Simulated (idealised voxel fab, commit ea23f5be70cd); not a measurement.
The process module presented herein is designated voxel double patterning.
The cross-section shown here is cut; it is 265 nm wide and divided into square cells measuring 5 nm on a side.
We lay out every cross-section as a grid of square cells and spell it out in bands from the top down, where one band means one or more rows of cells.
In this notation a band is specified by the heights of its top and bottom, in that order and in nm, after which its materials appear from left to right, each paired with its width in nm. The word "everywhere" attached to a single material means that material fills the band from edge to edge; the word "empty" stands for empty space.
Height datum 0, below which the as-received substrate wafer is one material. Lowest band open at the bottom, running downward: "z 0 and below".
With a width like "30->40", each row of cells in the band differs from the next by the same amount, the top row carrying the first number and the bottom row the second.
Step note "remained the same" = no cross-section cell changed.
Closed-off voids of 8+ cells (no open route to the top) go in "Non-vented voids", written width x height at distance from the left edge, in nm.
Where a step's line continues beyond its settings, the continuation is a remark by the simulator itself on that step.
The setting "overlay nm" may be written on the line of a step. When the step uses a mask, the value reports how far to the right of the planned place the mask lay, and a negative value reports that it lay to the left.
-- Intended process steps
1) RECEIVE with material Si
2) CONFORMAL_DEP with material SiO2, thk nm 10
3) DIRECTIONAL_DEP with material polySi, thk nm 20
4) DIRECTIONAL_DEP with material SiCN, thk nm 5
5) DIRECTIONAL_DEP with material aC, thk nm 15
6) PATTERN with tone open, mask id FIRST, material resist, width nm 15, pitch nm 50, thk nm 35, overlay nm 0
7) DIRECTIONAL_ETCH with etch materials aC, depth nm 15
8) STRIP with etch materials resist
9) DIRECTIONAL_ETCH with etch materials SiCN, depth nm 5
10) STRIP with etch materials aC
11) PATTERN with tone open, mask id SECOND, material resist, width nm 15, thk nm 20, overlay nm 0
12) DIRECTIONAL_ETCH with etch materials SiCN, depth nm 5
13) STRIP with etch materials resist
14) DIRECTIONAL_ETCH with etch materials polySi, depth nm 20
15) STRIP with etch materials SiCN
-- Account of the first of two wafers, which was processed as intended
-- Here's what the wafer looked like in cross-section when it arrived - that's after step 1
    z 0 and below  Si everywhere
    Non-vented voids: none
-- State of the wafer after step 2, shown in cross-section
    z 10 to 0  SiO2 everywhere
    Everything below 0 is unchanged.
-- State of the wafer after step 3, shown in cross-section
    z 30 to 10  polySi everywhere
    Everything below 10 is unchanged.
-- State of the wafer after step 4, shown in cross-section
    z 35 to 30  SiCN everywhere
    Everything below 30 is unchanged.
-- State of the wafer after step 5, shown in cross-section
    z 50 to 35  aC everywhere
    Everything below 35 is unchanged.
-- State of the wafer after step 6, shown in cross-section
    z 85 to 50  resist: 100; empty: 15; resist: 35; empty: 15; resist: 100
    Everything below 50 is unchanged.
-- State of the wafer after step 7, shown in cross-section
    z 70 to 50  resist: 100; empty: 15; resist: 35; empty: 15; resist: 100
    z 50 to 35  aC: 100; empty: 15; aC: 35; empty: 15; aC: 100
    Everything below 35 is unchanged.
-- State of the wafer after step 8, shown in cross-section
    z 50 to 35  aC: 100; empty: 15; aC: 35; empty: 15; aC: 100
    Everything below 35 is unchanged.
-- State of the wafer after step 9, shown in cross-section
    z 50 to 35  aC: 100; empty: 15; aC: 35; empty: 15; aC: 100
    z 35 to 30  SiCN: 100; empty: 15; SiCN: 35; empty: 15; SiCN: 100
    Everything below 30 is unchanged.
-- State of the wafer after step 10, shown in cross-section
    z 35 to 30  SiCN: 100; empty: 15; SiCN: 35; empty: 15; SiCN: 100
    Everything below 30 is unchanged.
-- State of the wafer after step 11, shown in cross-section
    z 55 to 35  resist: 125; empty: 15; resist: 125
    z 35 to 30  SiCN: 100; resist: 15; SiCN: 35; resist: 15; SiCN: 100
    Everything below 30 is unchanged.
-- State of the wafer after step 12, shown in cross-section
    z 55 to 35  resist: 125; empty: 15; resist: 125
    z 35 to 30  SiCN: 100; resist: 15; SiCN: 10; empty: 15; SiCN: 10; resist: 15; SiCN: 100
    Everything below 30 is unchanged.
-- State of the wafer after step 13, shown in cross-section
    z 35 to 30  SiCN: 100; empty: 15; SiCN: 10; empty: 15; SiCN: 10; empty: 15; SiCN: 100
    Everything below 30 is unchanged.
-- State of the wafer after step 14, shown in cross-section
    z 35 to 30  SiCN: 100; empty: 15; SiCN: 10; empty: 15; SiCN: 10; empty: 15; SiCN: 100
    z 30 to 10  polySi: 100; empty: 15; polySi: 10; empty: 15; polySi: 10; empty: 15; polySi: 100
    Everything below 10 is unchanged.
-- State of the wafer after step 15, shown in cross-section
    z 30 to 10  polySi: 100; empty: 15; polySi: 10; empty: 15; polySi: 10; empty: 15; polySi: 100
    Everything below 10 is unchanged.
-- The Second Wafer: Common Origin and Plan, One Mistake in Execution, Identical to the First Through Step 10
-- Cross-section of the second wafer when, according to plan, step 11 should have finished
    z 55 to 35  resist: 125; empty: 20; resist: 120
    z 35 to 30  SiCN: 100; resist: 15; SiCN: 35; resist: 15; SiCN: 100
    Everything below 30 is unchanged.
-- Cross-section of the second wafer when, according to plan, step 12 should have finished
    z 55 to 35  resist: 125; empty: 20; resist: 120
    z 35 to 30  SiCN: 100; resist: 15; SiCN: 10; empty: 20; SiCN: 5; resist: 15; SiCN: 100
    Everything below 30 is unchanged.
-- Cross-section of the second wafer when, according to plan, step 13 should have finished
    z 35 to 30  SiCN: 100; empty: 15; SiCN: 10; empty: 20; SiCN: 5; empty: 15; SiCN: 100
    Everything below 30 is unchanged.
-- Cross-section of the second wafer when, according to plan, step 14 should have finished
    z 35 to 30  SiCN: 100; empty: 15; SiCN: 10; empty: 20; SiCN: 5; empty: 15; SiCN: 100
    z 30 to 10  polySi: 100; empty: 15; polySi: 10; empty: 20; polySi: 5; empty: 15; polySi: 100
    Everything below 10 is unchanged.
-- Cross-section of the second wafer when, according to plan, step 15 should have finished
    z 30 to 10  polySi: 100; empty: 15; polySi: 10; empty: 20; polySi: 5; empty: 15; polySi: 100
    Everything below 10 is unchanged.
In executing the process, a mistake was made relative to the plan: contrary to plan, step 11 was performed as PATTERN with tone open, mask id SECOND, material resist, width nm 20, thk nm 20, overlay nm 0
Looking at both finished wafers in cells, the second ends up ahead of or behind the first on some materials: 4 fewer of polySi
